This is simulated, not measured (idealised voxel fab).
process module | voxel wiring stack
cross-section cut | 145 nm wide | cells 5 nm
A cross-section is a grid of square cells, given in bands from the top down. A band is one or more rows of cells.
Each band's line starts with the height of the band's top and of its bottom, in nm. Then come its materials from left to right, each with its width in nm. One material with "throughout" fills the band from edge to edge. "air" is empty space.
Height 0 is the level under which the wafer as received is all one material. The lowest band goes on downwards, as in "0 down".
A width such as "30 to 40" changes by the same amount from each row of cells to the next, from the band's top row to its bottom row.
"no change" after a step means that no cell of the cross-section changed.
closed voids: empty space of 8 cells or more with no open way to the top, each as width x height at its distance from the left edge, in nm
after a step's settings: what the simulator itself notes on the step
overlay nm, on a step with a mask: how far to the right of its planned place the mask lay; to the left if negative
plan
1 op RECEIVE | material Si
2 op CONFORMAL_DEP | material SiO2 | thk nm 15
3 op CONFORMAL_DEP | material SiN | thk nm 5
4 op DIRECTIONAL_DEP | material lowk | thk nm 15
5 op PATTERN | tone open | mask id METAL_1 | material resist | width nm 25 | pitch nm 45 | thk nm 20 | overlay nm 0
6 op DIRECTIONAL_ETCH | etch materials lowk | depth nm 15
7 op DIRECTIONAL_ETCH | etch materials SiN | depth nm 5
8 op STRIP | etch materials resist
9 op CONFORMAL_DEP | material TiN | thk nm 5
10 op FILL_DEP | material W | thk nm 5
11 op CMP | height nm 35
12 op CONFORMAL_DEP | material SiCN | thk nm 5
13 op DIRECTIONAL_DEP | material lowk | thk nm 15
14 op PATTERN | tone open | mask id PLUG_1 | material resist | width nm 15 | thk nm 20 | overlay nm 0
15 op DIRECTIONAL_ETCH | etch materials lowk | depth nm 15
16 op DIRECTIONAL_ETCH | etch materials SiCN | depth nm 5
17 op STRIP | etch materials resist
18 op EPI | material Ru | thk nm 10
19 op EPI | material Ru | thk nm 10
20 op DIRECTIONAL_DEP | material TiN | thk nm 5
21 op DIRECTIONAL_DEP | material W | thk nm 25
22 op DIRECTIONAL_DEP | material aC | thk nm 15
23 op PATTERN | tone cover | mask id METAL_2 | material resist | width nm 25 | pitch nm 45 | thk nm 35 | overlay nm 0
24 op DIRECTIONAL_ETCH | etch materials aC | depth nm 15
25 op STRIP | etch materials resist
26 op DIRECTIONAL_ETCH | etch materials W | depth nm 25
27 op DIRECTIONAL_ETCH | etch materials TiN | depth nm 5
28 op STRIP | etch materials aC
29 op FILL_DEP | material lowk | thk nm 5
30 op CMP | height nm 85
31 op CONFORMAL_DEP | material SiN | thk nm 5
as received, after step 1
  0 down: Si throughout
  closed voids: none
a wafer at the end: this start, this plan, one mistake
  90 to 85: SiN throughout
  85 to 60: lowk 35 | W 25 | lowk 20 | W 25 | lowk 40
  60 to 55: lowk 35 | TiN 25 | lowk 20 | TiN 25 | lowk 40
  55 to 40: lowk 50 | Ru 75 | lowk 20
  40 to 35: lowk 35 | SiCN 15 | Ru 75 | lowk 20
  35 to 20: lowk 35 | TiN 5 | W 15 | TiN 5 | lowk 20 | TiN 5 | W 15 | TiN 5 | lowk 40
  20 to 15: SiN 35 | TiN 25 | SiN 20 | TiN 25 | SiN 40
  15 to 0: SiO2 throughout
  0 down: Si throughout
  closed voids: none
what went wrong: step 14 ran as: op PATTERN | tone cover | mask id PLUG_1 | material resist | width nm 15 | thk nm 20 | overlay nm 0
